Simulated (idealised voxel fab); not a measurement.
Process module under the name voxel capacitor over wiring
Shown is cross-section cut, with a width of 185 nm and square cells of size 5 nm.
This document writes a cross-section as a grid whose cells are square, and gives it as bands, listed from the top down; one or more rows of cells form a band.
Read a band's entry like this: the first values are the height of its top and the height of its bottom in nm, and what follows is the sequence of materials from left to right, each with its width in nm. Note that "empty" is empty space, and that a single material marked "full width" reaches across the band from edge to edge.
Counting heights begins at 0, where everything beneath is, in the wafer as received, one material. The lowest band has no bottom; it goes on downwards, as "z 0 and below" shows.
Quick explanation for "30..40": the width changes in equal steps down the rows of cells, from the first number in the band's top row to the second number in its bottom row.
"no modifications", as given for a step, is the statement that not any cell of the cross-section underwent a change during that step.
"Sealed-off cavities": empty spaces of 8 cells or more with no open way to the top, each given as width x height at distance, distance from the left edge, all in nm.
after a step's settings: what the simulator itself notes on the step
overlay nm: on a step with a mask, how far right of its planned place the mask lay; negative means left.
-- Process steps (planned)
| 1 | RECEIVE,material Si |
| 2 | CONFORMAL_DEP,material SiO2,thk nm 15 |
| 3 | CONFORMAL_DEP,material SiCN,thk nm 5 |
| 4 | DIRECTIONAL_DEP,material lowk,thk nm 20 |
| 5 | DIRECTIONAL_DEP,material aC,thk nm 15 |
| 6 | PATTERN,tone open,mask id METAL_1,material resist,width nm 20,pitch nm 75,thk nm 35,overlay nm 0 |
| 7 | DIRECTIONAL_ETCH,etch materials aC,depth nm 15 |
| 8 | STRIP,etch materials resist |
| 9 | DIRECTIONAL_ETCH,etch materials lowk,depth nm 20 |
| 10 | DIRECTIONAL_ETCH,etch materials SiCN,depth nm 5 |
| 11 | STRIP,etch materials aC |
| 12 | CONFORMAL_DEP,material TiN,thk nm 5 |
| 13 | FILL_DEP,material W,thk nm 5 |
| 14 | CMP,height nm 40 |
| 15 | CONFORMAL_DEP,material SiCN,thk nm 5 |
| 16 | DIRECTIONAL_DEP,material SiO2,thk nm 15 |
| 17 | PATTERN,tone open,mask id PLUG_1,material resist,width nm 15,thk nm 20,overlay nm 0 |
| 18 | DIRECTIONAL_ETCH,etch materials SiO2,depth nm 15 |
| 19 | DIRECTIONAL_ETCH,etch materials SiCN,depth nm 5 |
| 20 | STRIP,etch materials resist |
| 21 | EPI,material Ru,thk nm 10 |
| 22 | EPI,material Ru,thk nm 10 |
| 23 | DIRECTIONAL_DEP,material TiN,thk nm 5 |
| 24 | DIRECTIONAL_DEP,material Al2O3,thk nm 5 |
| 25 | DIRECTIONAL_DEP,material TiN,thk nm 5 |
| 26 | DIRECTIONAL_DEP,material aC,thk nm 15 |
| 27 | PATTERN,tone cover,mask id UPPER_PLATE,material resist,width nm 60,thk nm 30,overlay nm 0 |
| 28 | DIRECTIONAL_ETCH,etch materials aC,depth nm 15 |
| 29 | STRIP,etch materials resist |
| 30 | DIRECTIONAL_ETCH,etch materials TiN,depth nm 5 |
| 31 | DIRECTIONAL_ETCH,etch materials Al2O3,depth nm 5 |
| 32 | STRIP,etch materials aC |
| 33 | PATTERN,tone cover,mask id LOWER_PLATE,material resist,width nm 70,thk nm 20,overlay nm 0 |
| 34 | DIRECTIONAL_ETCH,etch materials TiN,depth nm 5 |
| 35 | STRIP,etch materials resist |
| 36 | FILL_DEP,material SiO2,thk nm 15 |
| 37 | CMP,height nm 85 |
| 38 | MASKED_ETCH,tone open,mask id PLUG_2,width nm 15,etch materials SiO2,depth nm 10,overlay nm 0 |
| 39 | CONFORMAL_DEP,material TiN,thk nm 5 |
| 40 | FILL_DEP,material Ru,thk nm 5 |
| 41 | CMP,height nm 85 |
| 42 | CONFORMAL_DEP,material SiN,thk nm 5 |
-- Wafer, first of two, run as planned
-- Shown in cross-section is the wafer as received, that is, as it stands after step 1
z 0 and below = Si full width
Sealed-off cavities: none
-- The wafer, seen in cross-section, after step 2
z 15 to 0 = SiO2 full width
below 0: unchanged
-- The wafer, seen in cross-section, after step 3
z 20 to 15 = SiCN full width
below 15: unchanged
-- The wafer, seen in cross-section, after step 4
z 40 to 20 = lowk full width
below 20: unchanged
-- The wafer, seen in cross-section, after step 5
z 55 to 40 = aC full width
below 40: unchanged
-- The wafer, seen in cross-section, after step 6
z 90 to 55 = 45 of resist  20 of empty  55 of resist  20 of empty  45 of resist
below 55: unchanged
-- The wafer, seen in cross-section, after step 7
z 75 to 55 = 45 of resist  20 of empty  55 of resist  20 of empty  45 of resist
z 55 to 40 = 45 of aC  20 of empty  55 of aC  20 of empty  45 of aC
below 40: unchanged
-- The wafer, seen in cross-section, after step 8
z 55 to 40 = 45 of aC  20 of empty  55 of aC  20 of empty  45 of aC
below 40: unchanged
-- The wafer, seen in cross-section, after step 9
z 55 to 40 = 45 of aC  20 of empty  55 of aC  20 of empty  45 of aC
z 40 to 20 = 45 of lowk  20 of empty  55 of lowk  20 of empty  45 of lowk
below 20: unchanged
-- The wafer, seen in cross-section, after step 10
z 55 to 40 = 45 of aC  20 of empty  55 of aC  20 of empty  45 of aC
z 40 to 20 = 45 of lowk  20 of empty  55 of lowk  20 of empty  45 of lowk
z 20 to 15 = 45 of SiCN  20 of empty  55 of SiCN  20 of empty  45 of SiCN
below 15: unchanged
-- The wafer, seen in cross-section, after step 11
z 40 to 20 = 45 of lowk  20 of empty  55 of lowk  20 of empty  45 of lowk
below 20: unchanged
-- The wafer, seen in cross-section, after step 12
z 45 to 40 = 50 of TiN  10 of empty  65 of TiN  10 of empty  50 of TiN
z 40 to 20 = 45 of lowk  5 of TiN  10 of empty  5 of TiN  55 of lowk  5 of TiN  10 of empty  5 of TiN  45 of lowk
z 20 to 15 = 45 of SiCN  20 of TiN  55 of SiCN  20 of TiN  45 of SiCN
below 15: unchanged
-- The wafer, seen in cross-section, after step 13
z 50 to 45 = W full width
z 45 to 40 = 50 of TiN  10 of W  65 of TiN  10 of W  50 of TiN
z 40 to 20 = 45 of lowk  5 of TiN  10 of W  5 of TiN  55 of lowk  5 of TiN  10 of W  5 of TiN  45 of lowk
below 20: unchanged
-- The wafer, seen in cross-section, after step 14
z 40 to 20 = 45 of lowk  5 of TiN  10 of W  5 of TiN  55 of lowk  5 of TiN  10 of W  5 of TiN  45 of lowk
below 20: unchanged
-- The wafer, seen in cross-section, after step 15
z 45 to 40 = SiCN full width
below 40: unchanged
-- The wafer, seen in cross-section, after step 16
z 60 to 45 = SiO2 full width
below 45: unchanged
-- The wafer, seen in cross-section, after step 17
z 80 to 60 = 50 of resist  15 of empty  120 of resist
below 60: unchanged
-- The wafer, seen in cross-section, after step 18
z 80 to 60 = 50 of resist  15 of empty  120 of resist
z 60 to 45 = 50 of SiO2  15 of empty  120 of SiO2
below 45: unchanged
-- The wafer, seen in cross-section, after step 19
z 80 to 60 = 50 of resist  15 of empty  120 of resist
z 60 to 45 = 50 of SiO2  15 of empty  120 of SiO2
z 45 to 40 = 50 of SiCN  15 of empty  120 of SiCN
below 40: unchanged
-- The wafer, seen in cross-section, after step 20
z 60 to 45 = 50 of SiO2  15 of empty  120 of SiO2
below 45: unchanged
-- The wafer, seen in cross-section, after step 21
z 60 to 50 = 50 of SiO2  15 of empty  120 of SiO2
z 50 to 45 = 50 of SiO2  15 of Ru  120 of SiO2
z 45 to 40 = 50 of SiCN  15 of Ru  120 of SiCN
below 40: unchanged
-- The wafer, seen in cross-section, after step 22
z 60 to 45 = 50 of SiO2  15 of Ru  120 of SiO2
below 45: unchanged
-- The wafer, seen in cross-section, after step 23
z 65 to 60 = TiN full width
below 60: unchanged
-- The wafer, seen in cross-section, after step 24
z 70 to 65 = Al2O3 full width
below 65: unchanged
-- The wafer, seen in cross-section, after step 25
z 75 to 70 = TiN full width
below 70: unchanged
-- The wafer, seen in cross-section, after step 26
z 90 to 75 = aC full width
below 75: unchanged
-- The wafer, seen in cross-section, after step 27
z 120 to 90 = 50 of empty  60 of resist  75 of empty
below 90: unchanged
-- The wafer, seen in cross-section, after step 28
z 105 to 90 = 50 of empty  60 of resist  75 of empty
z 90 to 75 = 50 of empty  60 of aC  75 of empty
below 75: unchanged
-- The wafer, seen in cross-section, after step 29
z 90 to 75 = 50 of empty  60 of aC  75 of empty
below 75: unchanged
-- The wafer, seen in cross-section, after step 30
z 90 to 75 = 50 of empty  60 of aC  75 of empty
z 75 to 70 = 50 of empty  60 of TiN  75 of empty
below 70: unchanged
-- The wafer, seen in cross-section, after step 31
z 90 to 75 = 50 of empty  60 of aC  75 of empty
z 75 to 70 = 50 of empty  60 of TiN  75 of empty
z 70 to 65 = 50 of empty  60 of Al2O3  75 of empty
below 65: unchanged
-- The wafer, seen in cross-section, after step 32
z 75 to 70 = 50 of empty  60 of TiN  75 of empty
below 70: unchanged
-- The wafer, seen in cross-section, after step 33
z 95 to 75 = 45 of empty  70 of resist  70 of empty
z 75 to 70 = 45 of empty  5 of resist  60 of TiN  5 of resist  70 of empty
z 70 to 65 = 45 of empty  5 of resist  60 of Al2O3  5 of resist  70 of empty
below 65: unchanged
-- The wafer, seen in cross-section, after step 34
z 95 to 75 = 45 of empty  70 of resist  70 of empty
z 75 to 70 = 45 of empty  5 of resist  60 of TiN  5 of resist  70 of empty
z 70 to 65 = 45 of empty  5 of resist  60 of Al2O3  5 of resist  70 of empty
z 65 to 60 = 45 of empty  70 of TiN  70 of empty
below 60: unchanged
-- The wafer, seen in cross-section, after step 35
z 75 to 70 = 50 of empty  60 of TiN  75 of empty
z 70 to 65 = 50 of empty  60 of Al2O3  75 of empty
below 65: unchanged
-- The wafer, seen in cross-section, after step 36
z 90 to 75 = SiO2 full width
z 75 to 70 = 50 of SiO2  60 of TiN  75 of SiO2
z 70 to 65 = 50 of SiO2  60 of Al2O3  75 of SiO2
z 65 to 60 = 45 of SiO2  70 of TiN  70 of SiO2
below 60: unchanged
-- The wafer, seen in cross-section, after step 37
z 85 to 75 = SiO2 full width
below 75: unchanged
-- The wafer, seen in cross-section, after step 38
z 85 to 75 = 60 of SiO2  15 of empty  110 of SiO2
below 75: unchanged
-- The wafer, seen in cross-section, after step 39
z 90 to 85 = 65 of TiN  5 of empty  115 of TiN
z 85 to 80 = 60 of SiO2  5 of TiN  5 of empty  5 of TiN  110 of SiO2
z 80 to 70 = 60..50 of SiO2  15..60 of TiN  110..75 of SiO2
below 70: unchanged
-- The wafer, seen in cross-section, after step 40
z 95 to 90 = Ru full width
z 90 to 85 = 65 of TiN  5 of Ru  115 of TiN
z 85 to 80 = 60 of SiO2  5 of TiN  5 of Ru  5 of TiN  110 of SiO2
below 80: unchanged
-- The wafer, seen in cross-section, after step 41
z 85 to 80 = 60 of SiO2  5 of TiN  5 of Ru  5 of TiN  110 of SiO2
below 80: unchanged
-- The wafer, seen in cross-section, after step 42
z 90 to 85 = SiN full width
below 85: unchanged
-- Wafer two. Identical start, identical plan. One mistake in execution. Identical history through step 21
-- Here is the second wafer in cross-section at the point where step 22 of the plan should have been done
z 65 to 60 = 50 of TiN  15 of empty  120 of TiN
z 60 to 55 = 50 of SiO2  15 of empty  120 of SiO2
z 55 to 50 = 50 of SiO2  15 of TiN  120 of SiO2
below 50: unchanged
-- Here is the second wafer in cross-section at the point where step 23 of the plan should have been done
z 75 to 65 = Ru full width
z 65 to 60 = 50 of TiN  15 of Ru  120 of TiN
z 60 to 55 = 50 of SiO2  15 of Ru  120 of SiO2
below 55: unchanged
-- Here is the second wafer in cross-section at the point where step 24 of the plan should have been done
z 80 to 75 = Al2O3 full width
below 75: unchanged
-- Here is the second wafer in cross-section at the point where step 25 of the plan should have been done
z 85 to 80 = TiN full width
below 80: unchanged
-- Here is the second wafer in cross-section at the point where step 26 of the plan should have been done
z 100 to 85 = aC full width
below 85: unchanged
-- Here is the second wafer in cross-section at the point where step 27 of the plan should have been done
z 130 to 100 = 50 of empty  60 of resist  75 of empty
below 100: unchanged
-- Here is the second wafer in cross-section at the point where step 28 of the plan should have been done
z 115 to 100 = 50 of empty  60 of resist  75 of empty
z 100 to 85 = 50 of empty  60 of aC  75 of empty
below 85: unchanged
-- Here is the second wafer in cross-section at the point where step 29 of the plan should have been done
z 100 to 85 = 50 of empty  60 of aC  75 of empty
below 85: unchanged
-- Here is the second wafer in cross-section at the point where step 30 of the plan should have been done
z 100 to 85 = 50 of empty  60 of aC  75 of empty
z 85 to 80 = 50 of empty  60 of TiN  75 of empty
below 80: unchanged
-- Here is the second wafer in cross-section at the point where step 31 of the plan should have been done
z 100 to 85 = 50 of empty  60 of aC  75 of empty
z 85 to 80 = 50 of empty  60 of TiN  75 of empty
z 80 to 75 = 50 of empty  60 of Al2O3  75 of empty
below 75: unchanged
-- Here is the second wafer in cross-section at the point where step 32 of the plan should have been done
z 85 to 80 = 50 of empty  60 of TiN  75 of empty
below 80: unchanged
-- Here is the second wafer in cross-section at the point where step 33 of the plan should have been done
z 105 to 85 = 45 of empty  70 of resist  70 of empty
z 85 to 80 = 45 of empty  5 of resist  60 of TiN  5 of resist  70 of empty
z 80 to 75 = 45 of empty  5 of resist  60 of Al2O3  5 of resist  70 of empty
below 75: unchanged
Here is the second wafer in cross-section at the point where step 34 of the plan should have been done: no modifications
-- Here is the second wafer in cross-section at the point where step 35 of the plan should have been done
z 85 to 80 = 50 of empty  60 of TiN  75 of empty
z 80 to 75 = 50 of empty  60 of Al2O3  75 of empty
below 75: unchanged
-- Here is the second wafer in cross-section at the point where step 36 of the plan should have been done
z 100 to 85 = SiO2 full width
z 85 to 80 = 50 of SiO2  60 of TiN  75 of SiO2
z 80 to 75 = 50 of SiO2  60 of Al2O3  75 of SiO2
below 75: unchanged
-- Here is the second wafer in cross-section at the point where step 37 of the plan should have been done
z 85 to 80 = 50 of SiO2  60 of TiN  75 of SiO2
below 80: unchanged
Here is the second wafer in cross-section at the point where step 38 of the plan should have been done: no modifications
-- Here is the second wafer in cross-section at the point where step 39 of the plan should have been done
z 90 to 85 = TiN full width
below 85: unchanged
-- Here is the second wafer in cross-section at the point where step 40 of the plan should have been done
z 95 to 90 = Ru full width
below 90: unchanged
-- Here is the second wafer in cross-section at the point where step 41 of the plan should have been done
z 85 to 80 = 50 of SiO2  60 of TiN  75 of SiO2
below 80: unchanged
-- Here is the second wafer in cross-section at the point where step 42 of the plan should have been done
z 90 to 85 = SiN full width
below 85: unchanged
Nonconformance to the process plan: the executed order of steps 22 and 23 is the reverse of that specified in the plan, each step having taken the other's position
Once processing is complete, comparing cell counts shows that the second wafer has more or fewer of certain materials than the first: Ru +73 | SiO2 -91 | TiN +18
